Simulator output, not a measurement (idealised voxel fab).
Proc. module: voxel gate over fins
cross-section cut | 235 nm wide | cells 5 nm
Cross-sections here: square-cell grids, written as top-down lists of bands, a band being one or more rows of cells.
Band: top and bottom heights (nm) first, top before bottom; then materials from left to right, widths in nm. "full width" marks a sole material filling the band edge to edge. "air" denotes empty space.
It should be noted that heights are counted from 0, beneath which the wafer as supplied is of one material throughout, and that the lowest band possesses no lower boundary but continues downward, as written in "0 nm and below".
A width such as "30 to 40" changes by the same amount from each row of cells to the next, from the band's top row to its bottom row.
A step reported as "nothing different" is a step in which no cell of the cross-section changed.
"Trapped cavities": sealed empty spaces, 8 cells or more, no open way to top, listed width x height at distance, with distance from the left edge and width, height and distance in nm.
Text after the settings on a step's line: the simulator's own remark on that step.
"overlay nm", when on a step's line for a step with a mask, measures how far to the right of its planned place the mask lay; a negative measure means to the left.
List of planned process steps:
1: RECEIVE | material Si
2: CONFORMAL_DEP | material SiN | thk nm 10
3: PATTERN | tone cover | mask id FINS | material resist | width nm 15 | pitch nm 55 | thk nm 15 | overlay nm 0
4: DIRECTIONAL_ETCH | etch materials SiN | depth nm 10
5: DIRECTIONAL_ETCH | etch materials Si | depth nm 40
6: STRIP | etch materials resist
7: OXIDIZE | depth nm 5
8: FILL_DEP | material SiO2 | thk nm 5
9: CMP | height nm 10
10: DIRECTIONAL_DEP | material aC | thk nm 15
11: PATTERN | tone open | mask id RAIL | material resist | width nm 15 | thk nm 30 | overlay nm 0
12: DIRECTIONAL_ETCH | etch materials aC | depth nm 15
13: STRIP | etch materials resist
14: DIRECTIONAL_ETCH | etch materials SiO2 | depth nm 45
15: STRIP | etch materials aC
16: CONFORMAL_DEP | material TiN | thk nm 5
17: FILL_DEP | material Ru | thk nm 10
18: CMP | height nm 10
19: SELECTIVE_ETCH | etch materials W Ru TiN | depth nm 30
20: FILL_DEP | material SiO2 | thk nm 5
21: CMP | height nm 10
22: SELECTIVE_ETCH | etch materials SiO2 | depth nm 25
23: STRIP | etch materials SiN
24: CONFORMAL_DEP | material HfO2 | thk nm 5
25: CONFORMAL_DEP | material TiN | thk nm 5
26: FILL_DEP | material W | thk nm 10
27: CMP | height nm 15
28: CONFORMAL_DEP | material SiN | thk nm 10
The plan's step 11 width nm is the first wafer's value; the wafers differ in this setting and start identical.
The first of several wafers in cross-section, exactly as it reached us after step 1:
  0 nm and below = Si full width
  Trapped cavities: none
Last step of the module is step 28; after it, the first of several wafers in cross-section:
  25 nm to 15 nm = SiN full width
  15 nm to 10 nm = W full width
  10 nm to 5 nm = W 50 | TiN 25 | W 30 | TiN 25 | W 30 | TiN 25 | W 50
  5 nm to 0 nm = W 50 | TiN 5 | HfO2 15 | TiN 5 | W 30 | TiN 5 | HfO2 15 | TiN 5 | W 30 | TiN 5 | HfO2 15 | TiN 5 | W 50
  0 nm to -5 nm = W 50 | TiN 5 | HfO2 5 | Si 5 | HfO2 5 | TiN 5 | W 30 | TiN 5 | HfO2 5 | Si 5 | HfO2 5 | TiN 5 | W 30 | TiN 5 | HfO2 5 | Si 5 | HfO2 5 | TiN 5 | W 50
  -5 nm to -10 nm = TiN 55 | HfO2 5 | Si 5 | HfO2 5 | TiN 40 | HfO2 5 | Si 5 | HfO2 5 | TiN 40 | HfO2 5 | Si 5 | HfO2 5 | TiN 55
  -10 nm to -15 nm = HfO2 60 | Si 5 | HfO2 50 | Si 5 | HfO2 50 | Si 5 | HfO2 60
  -15 nm to -20 nm = SiO2 60 | Si 5 | SiO2 50 | Si 5 | SiO2 50 | Si 5 | SiO2 60
  -20 nm to -30 nm = SiO2 60 | Si 5 | SiO2 15 | TiN 5 | Ru 5 | TiN 5 | SiO2 20 | Si 5 | SiO2 50 | Si 5 | SiO2 60
  -30 nm to -35 nm = SiO2 60 | Si 5 | SiO2 15 | TiN 15 | SiO2 20 | Si 5 | SiO2 50 | Si 5 | SiO2 60
  -35 nm to -45 nm = SiO2 60 | Si 5 | SiO2 50 | Si 5 | SiO2 50 | Si 5 | SiO2 60
  -45 nm and below = Si full width
  Trapped cavities: none
So this is the cross-section on the last wafer at the end of the module:
  25 nm to 15 nm = SiN full width
  15 nm to 10 nm = W full width
  10 nm to 5 nm = W 50 | TiN 25 | W 30 | TiN 25 | W 30 | TiN 25 | W 50
  5 nm to 0 nm = W 50 | TiN 5 | HfO2 15 | TiN 5 | W 30 | TiN 5 | HfO2 15 | TiN 5 | W 30 | TiN 5 | HfO2 15 | TiN 5 | W 50
  0 nm to -5 nm = W 50 | TiN 5 | HfO2 5 | Si 5 | HfO2 5 | TiN 5 | W 30 | TiN 5 | HfO2 5 | Si 5 | HfO2 5 | TiN 5 | W 30 | TiN 5 | HfO2 5 | Si 5 | HfO2 5 | TiN 5 | W 50
  -5 nm to -10 nm = TiN 55 | HfO2 5 | Si 5 | HfO2 5 | TiN 40 | HfO2 5 | Si 5 | HfO2 5 | TiN 40 | HfO2 5 | Si 5 | HfO2 5 | TiN 55
  -10 nm to -15 nm = HfO2 60 | Si 5 | HfO2 50 | Si 5 | HfO2 50 | Si 5 | HfO2 60
  -15 nm to -20 nm = SiO2 60 | Si 5 | SiO2 50 | Si 5 | SiO2 50 | Si 5 | SiO2 60
  -20 nm to -30 nm = SiO2 60 | Si 5 | SiO2 10 | TiN 5 | Ru 20 | TiN 5 | SiO2 10 | Si 5 | SiO2 50 | Si 5 | SiO2 60
  -30 nm to -35 nm = SiO2 60 | Si 5 | SiO2 10 | TiN 30 | SiO2 10 | Si 5 | SiO2 50 | Si 5 | SiO2 60
  -35 nm to -45 nm = SiO2 60 | Si 5 | SiO2 50 | Si 5 | SiO2 50 | Si 5 | SiO2 60
  -45 nm and below = Si full width
  Trapped cavities: none
Per wafer, end of module: cells gained (+) or lost (-) per material since receipt, then closed voids:
width nm 15 | +65 HfO2 | +2 Ru | -396 Si | +94 SiN | +255 SiO2 | +72 TiN | +143 W | Trapped cavities: none
width nm 20 | +65 HfO2 | +4 Ru | -396 Si | +94 SiN | +252 SiO2 | +73 TiN | +143 W | Trapped cavities: none
width nm 25 | +65 HfO2 | +6 Ru | -396 Si | +94 SiN | +249 SiO2 | +74 TiN | +143 W | Trapped cavities: none
width nm 30 | +65 HfO2 | +8 Ru | -396 Si | +94 SiN | +246 SiO2 | +75 TiN | +143 W | Trapped cavities: none
